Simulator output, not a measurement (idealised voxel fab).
Module name: voxel capacitor over wiring (process module)
Cross-sectional view cut (width: 285 nm; square cell size: 5 nm).
A cross-section in this document is a grid of square cells, and it is written down as bands, the top band listed before the ones below it; a band is made up of one or more rows of cells. Each band's line starts with the height of the band's top and of its bottom, in nm. Then come its materials from left to right, each with its width in nm. One material with "edge to edge" fills the band from edge to edge. "air" is empty space. Height 0 is the level under which the wafer as received is all one material. The lowest band goes on downwards, as in "0 -> down". A width given as "30..40" starts at the first number in the band's top row and ends at the second number in its bottom row, shifting by an equal amount at every step from row to row. Any step labelled "nothing changed" changed none of the cells in the cross-section. "Fully sealed voids": empty spaces of 8 cells or more with no open way to the top, each given as width x height at distance, distance from the left edge, all in nm. Where a step's line continues beyond its settings, the continuation is a remark by the simulator itself on that step. The "overlay nm" setting may appear on a step's line; for a step that uses a mask, it gives how far to the right of its planned position the mask lay, and a negative value indicates the left.
Here's what the planned process steps look like:
1 RECEIVE, material Si
2 CONFORMAL_DEP, material SiO2, thk nm 15
3 CONFORMAL_DEP, material SiN, thk nm 5
4 DIRECTIONAL_DEP, material SiO2, thk nm 20
5 MASKED_ETCH, tone open, mask id METAL_1, width nm 25, pitch nm 80, etch materials SiO2, depth nm 20, overlay nm 0
6 MASKED_ETCH, tone open, mask id METAL_1, width nm 25, pitch nm 80, etch materials SiN, depth nm 5, overlay nm 0
7 CONFORMAL_DEP, material TiN, thk nm 5
8 FILL_DEP, material W, thk nm 5
9 CMP, height nm 40
10 CONFORMAL_DEP, material SiCN, thk nm 5
11 DIRECTIONAL_DEP, material SiO2, thk nm 20
12 PATTERN, tone open, mask id PLUG_1, material resist, width nm 15, thk nm 20, overlay nm 0
13 DIRECTIONAL_ETCH, etch materials SiO2, depth nm 20
14 DIRECTIONAL_ETCH, etch materials SiCN, depth nm 5
15 STRIP, etch materials resist
16 CONFORMAL_DEP, material TiN, thk nm 5
17 FILL_DEP, material Ru, thk nm 10
18 CMP, height nm 65
19 DIRECTIONAL_DEP, material TiN, thk nm 5
20 DIRECTIONAL_DEP, material HfO2, thk nm 5
21 DIRECTIONAL_DEP, material TiN, thk nm 5
22 DIRECTIONAL_DEP, material aC, thk nm 15
23 PATTERN, tone cover, mask id UPPER_PLATE, material resist, width nm 60, thk nm 35, overlay nm 0
24 DIRECTIONAL_ETCH, etch materials aC, depth nm 15
25 STRIP, etch materials resist
26 DIRECTIONAL_ETCH, etch materials TiN, depth nm 5
27 DIRECTIONAL_ETCH, etch materials HfO2, depth nm 5
28 STRIP, etch materials aC
29 DIRECTIONAL_DEP, material aC, thk nm 15
30 PATTERN, tone cover, mask id LOWER_PLATE, material resist, width nm 70, thk nm 30, overlay nm 0
31 DIRECTIONAL_ETCH, etch materials aC, depth nm 15
32 STRIP, etch materials resist
33 DIRECTIONAL_ETCH, etch materials TiN, depth nm 5
34 STRIP, etch materials aC
35 FILL_DEP, material SiO2, thk nm 20
36 CMP, height nm 95
37 PATTERN, tone open, mask id PLUG_2, material resist, width nm 15, thk nm 20, overlay nm 0
38 DIRECTIONAL_ETCH, etch materials SiO2, depth nm 15
39 STRIP, etch materials resist
40 CONFORMAL_DEP, material TiN, thk nm 5
41 FILL_DEP, material Cu, thk nm 10
42 CMP, height nm 95
43 CONFORMAL_DEP, material SiN, thk nm 5
as received, after step 1:
    0 -> down | Si edge to edge
    Fully sealed voids: none
Cross-section: first of two wafers, module finished, run according to plan:
    100 -> 95 | SiN edge to edge
    95 -> 85 | 110 SiO2, 5 TiN, 5 Cu, 5 TiN, 160 SiO2
    85 -> 75 | 110..100 SiO2, 15..60 TiN, 160..125 SiO2
    75 -> 70 | 100 SiO2, 60 HfO2, 125 SiO2
    70 -> 65 | 95 SiO2, 70 TiN, 120 SiO2
    65 -> 45 | 100 SiO2, 5 TiN, 5 Ru, 5 TiN, 170 SiO2
    45 -> 40 | 100 SiCN, 15 TiN, 170 SiCN
    40 -> 20 | 90 SiO2, 5 TiN, 15 W, 5 TiN, 55 SiO2, 5 TiN, 15 W, 5 TiN, 90 SiO2
    20 -> 15 | 90 SiN, 25 TiN, 55 SiN, 25 TiN, 90 SiN
    15 -> 0 | SiO2 edge to edge
    0 -> down | Si edge to edge
    Fully sealed voids: none
second wafer at the end: like start, like plan, one mistake:
    100 -> 95 | SiN edge to edge
    95 -> 90 | 100 SiO2, 60 TiN, 125 SiO2
    90 -> 85 | 100 SiO2, 60 HfO2, 125 SiO2
    85 -> 80 | 95 SiO2, 70 TiN, 120 SiO2
    80 -> 70 | Ru edge to edge
    70 -> 65 | 105 TiN, 5 Ru, 175 TiN
    65 -> 45 | 100 SiO2, 5 TiN, 5 Ru, 5 TiN, 170 SiO2
    45 -> 40 | 100 SiCN, 15 TiN, 170 SiCN
    40 -> 20 | 90 SiO2, 5 TiN, 15 W, 5 TiN, 55 SiO2, 5 TiN, 15 W, 5 TiN, 90 SiO2
    20 -> 15 | 90 SiN, 25 TiN, 55 SiN, 25 TiN, 90 SiN
    15 -> 0 | SiO2 edge to edge
    0 -> down | Si edge to edge
    Fully sealed voids: none
Nonconformance to the process plan: step 18 from the plan never happened, it was just skipped
Cell-count delta at end, second wafer over first, by material: Cu: 2 fewer, Ru: 115 more, SiO2: 162 fewer, TiN: 49 more
